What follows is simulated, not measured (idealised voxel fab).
You're looking at the process module voxel double patterning.
Each square cell in cross-section cut measures 5 nm, and the section as a whole is 205 nm wide.
Square cells in a grid make up a cross-section in this document, and the grid is given as bands, listed from the top down, each one or more rows of cells. Band: top height; bottom height; in nm. Then, left to right: material with width in nm, for each material. "all across": a single material spanning edge to edge. "air": empty space. Convention: height 0 is the level below which the wafer, as received, is all one material. The lowest band does not terminate at the bottom but continues downward, represented as "0 -> down". Top row gets the first number, bottom row gets the second, and each row in between changes by the same step: that is how a band width like "30 to 40" works. "left unchanged" for a step: no cell of the cross-section changed in that step. So "Enclosed internal cavities" is basically the list of trapped voids: any empty space of 8 cells or more that can't reach the top through an opening. They're written width x height at distance, the distance being from the left edge, and it's all nm. Step line, after settings: the simulator's comment on this step. overlay nm: mask right of planned place by this much (step with mask). Neg. = left.
Set out below are the planned steps of the process
- 1: RECEIVE, material Si
- 2: CONFORMAL_DEP, material SiO2, thk nm 10
- 3: DIRECTIONAL_DEP, material TiN, thk nm 15
- 4: DIRECTIONAL_DEP, material SiCN, thk nm 10
- 5: MASKED_ETCH, tone open, mask id FIRST, width nm 15, pitch nm 50, etch materials SiCN, depth nm 10, overlay nm 0
- 6: MASKED_ETCH, tone open, mask id SECOND, width nm 15, etch materials SiCN, depth nm 10, overlay nm 0
- 7: DIRECTIONAL_ETCH, etch materials TiN, depth nm 15
- 8: STRIP, etch materials SiCN
Cross-section of the wafer at receipt, which is the condition after step 1
0 -> down  Si all across
Enclosed internal cavities: none
Cross-section at module end, one run error; start and plan unchanged from above
40 -> 25  TiN 70  air 15  TiN 10  air 15  TiN 10  air 15  TiN 70
25 -> 10  TiN all across
10 -> 0  SiO2 all across
0 -> down  Si all across
Enclosed internal cavities: none
Here's what went sideways: step 3, plan: ran twice
